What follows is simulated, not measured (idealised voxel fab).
process module | voxel self aligned contacts
Cross-sectional view cut (width: 230 nm; square cell size: 5 nm).
Cross-section spec: square-cell grid; bands listed top down; each band is one or more rows.
Band entry format. Leading values: height of top, height of bottom, nm. Remainder: materials in left-to-right order, each with its width in nm. Special words: "throughout" on a single material, which then fills the band edge to edge; "air", empty space.
Heads up on the height convention: 0 is the point under which the incoming wafer is all one material, and the lowest band has no bottom, it just keeps going down, like "0 -> down".
Graded width ("30..40"): value in top row of band = first number; value in bottom row = second number; row-to-row change constant.
When a step is marked "same as before", none of the cells in the cross-section changed during that step.
Basically, "Fully enclosed voids" tells you about the enclosed voids: empty spaces with no open way to the top, 8 cells or bigger, each written width x height at distance, where distance is from the left edge, all in nm.
Whatever follows a step's settings on its line is a remark the simulator itself makes about that step.
"overlay nm" denotes, for a step that has a mask, the displacement of the mask to the right of its planned place, with negative values corresponding to the left.
Steps in the process plan
- 1: RECEIVE, material Si
- 2: OXIDIZE, depth nm 5
- 3: DIRECTIONAL_DEP, material polySi, thk nm 25
- 4: DIRECTIONAL_DEP, material SiN, thk nm 15
- 5: MASKED_ETCH, tone cover, mask id GATE, width nm 30, pitch nm 65, etch materials SiN, depth nm 15, overlay nm 0
- 6: MASKED_ETCH, tone cover, mask id GATE, width nm 30, pitch nm 65, etch materials polySi, depth nm 25, overlay nm -15
- 7: CONFORMAL_DEP, material SiN, thk nm 5
- 8: DIRECTIONAL_ETCH, etch materials SiN, depth nm 5
- 9: FILL_DEP, material SiO2, thk nm 20
- 10: CMP, height nm 50
- 11: MASKED_ETCH, tone open, mask id CONTACT, width nm 45, pitch nm 65, etch materials SiO2, depth nm 55, overlay nm 0
- 12: CONFORMAL_DEP, material TiN, thk nm 5
- 13: FILL_DEP, material Ru, thk nm 5
- 14: CMP, height nm 50
- 15: CONFORMAL_DEP, material SiCN, thk nm 5
Be aware that, although all wafers share a common starting state, the overlay nm at step 6 differs among them, and the plan displays the first wafer's value.
The first of several wafers, as received after step 1, seen in section
* 0 -> down: Si throughout
* Fully enclosed voids: none
Cross-section after step 15, the final step of the module, for the first of several wafers
* 55 -> 50: SiCN throughout
* 50 -> 40: 60 SiO2  5..15 TiN  35..15 Ru  5..15 TiN  20 SiO2  5..15 TiN  35..15 Ru  5..15 TiN  60 SiO2
* 40 -> 30: 30 SiO2  40 SiN  5 TiN  15 Ru  5 TiN  40 SiN  5 TiN  15 Ru  5 TiN  40 SiN  30 SiO2
* 30 -> 25: 30 SiO2  40 SiN  25 TiN  40 SiN  25 TiN  40 SiN  30 SiO2
* 25 -> 0: 15 SiO2  5 SiN  45 polySi  5 SiN  10 TiN  5 SiN  45 polySi  5 SiN  10 TiN  5 SiN  45 polySi  5 SiN  30 SiO2
* 0 -> -5: 70 SiO2  10 TiN  55 SiO2  10 TiN  85 SiO2
* -5 -> down: Si throughout
* Fully enclosed voids: none
Here we cross-sectioned the last of the wafers once the module was done
* 55 -> 50: SiCN throughout
* 50 -> 40: 60 SiO2  5..15 TiN  35..15 Ru  5..15 TiN  20 SiO2  5..15 TiN  35..15 Ru  5..15 TiN  60 SiO2
* 40 -> 30: 30 SiO2  40 SiN  5 TiN  15 Ru  5 TiN  40 SiN  5 TiN  15 Ru  5 TiN  40 SiN  30 SiO2
* 30 -> 25: 30 SiO2  40 SiN  25 TiN  40 SiN  25 TiN  40 SiN  30 SiO2
* 25 -> 0: 30 SiO2  5 SiN  45 polySi  5 SiN  10 TiN  5 SiN  45 polySi  5 SiN  10 TiN  5 SiN  45 polySi  5 SiN  15 SiO2
* 0 -> -5: 85 SiO2  10 TiN  55 SiO2  10 TiN  70 SiO2
* -5 -> down: Si throughout
* Fully enclosed voids: none
Here is how to read the rows: every wafer has a row, and it shows the wafer at the end of the module, giving for each material how many cells were gained (+) or lost (-) since the wafer was received, then listing its closed voids
overlay nm -15, +32 Ru, -46 Si, +46 SiCN, +102 SiN, +179 SiO2, +58 TiN, +135 polySi, Fully enclosed voids: none
overlay nm -10, +44 Ru, -46 Si, +46 SiCN, +102 SiN, +182 SiO2, +58 TiN, +120 polySi, Fully enclosed voids: none
overlay nm -5, +56 Ru, -46 Si, +46 SiCN, +102 SiN, +185 SiO2, +58 TiN, +105 polySi, Fully enclosed voids: none
overlay nm 0, +68 Ru, -46 Si, +46 SiCN, +102 SiN, +188 SiO2, +58 TiN, +90 polySi, Fully enclosed voids: none
overlay nm 5, +56 Ru, -46 Si, +46 SiCN, +102 SiN, +185 SiO2, +58 TiN, +105 polySi, Fully enclosed voids: none
overlay nm 10, +44 Ru, -46 Si, +46 SiCN, +102 SiN, +182 SiO2, +58 TiN, +120 polySi, Fully enclosed voids: none
overlay nm 15, +32 Ru, -46 Si, +46 SiCN, +102 SiN, +179 SiO2, +58 TiN, +135 polySi, Fully enclosed voids: none
